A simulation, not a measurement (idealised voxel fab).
Proc. module: voxel tone inversion
Cross-section cut spans 180 nm and uses square cells 5 nm in size.
Just so we're on the same page, the cross-sections are grids of square cells, and they're listed out in bands top to bottom, each band one or more rows deep.
Band: top and bottom heights (nm) first, top before bottom; then materials from left to right, widths in nm. "full width" marks a sole material filling the band edge to edge. "blank" denotes empty space.
Note: height 0 marks the level under which the wafer is uniformly one material as received. Lowest band unbounded below, written "from 0 down".
Top row gets the first number, bottom row gets the second, and each row in between changes by the same step: that is how a band width like "30..40" works.
The designation "all unchanged", where it is given for a processing step, indicates that no cell of the cross-section was altered in the course of that step.
In "Closed internal voids" the enclosed voids are listed, meaning empty spaces of 8 cells or larger without any opening to the top. The form is width x height at distance, distance from the left edge, units nm.
On each step's line, the part that comes after the settings is the simulator's own comment on the step.
What "overlay nm" on a step's line means: if the step has a mask, that mask lay this far to the right of its planned place, or, when the value is negative, to the left.

-- Planned step list for the process
- 1: RECEIVE, material Si
- 2: CONFORMAL_DEP, material SiCN, thk nm 5
- 3: DIRECTIONAL_DEP, material aC, thk nm 15
- 4: PATTERN, tone cover, mask id POSTS, material resist, width nm 15, pitch nm 45, thk nm 25, overlay nm 0
- 5: DIRECTIONAL_ETCH, etch materials aC, depth nm 15
- 6: STRIP, etch materials resist
- 7: FILL_DEP, material SiO2, thk nm 10
- 8: CMP, height nm 20
- 9: STRIP, etch materials aC
Heads up: all these wafers start the same, and what changes between them is the depth nm in step 5. The value you see in the plan is just what the first wafer got.

-- Cross-section: the first of several wafers in its as-received state, i.e. following step 1
> from 0 down | Si full width
> Closed internal voids: none

-- Below is a per-wafer table. In it, each row describes the wafer at the end of the module by giving, for each material, the number of cells gained (+) or lost (-) since the wafer was received, and after that the closed voids of the wafer
depth nm 15, +36 SiCN, +90 SiO2, Closed internal voids: none
depth nm 20, +36 SiCN, +90 SiO2, Closed internal voids: none
depth nm 25, +36 SiCN, +90 SiO2, Closed internal voids: none
depth nm 30, +36 SiCN, +96 SiO2, +12 aC, Closed internal voids: none
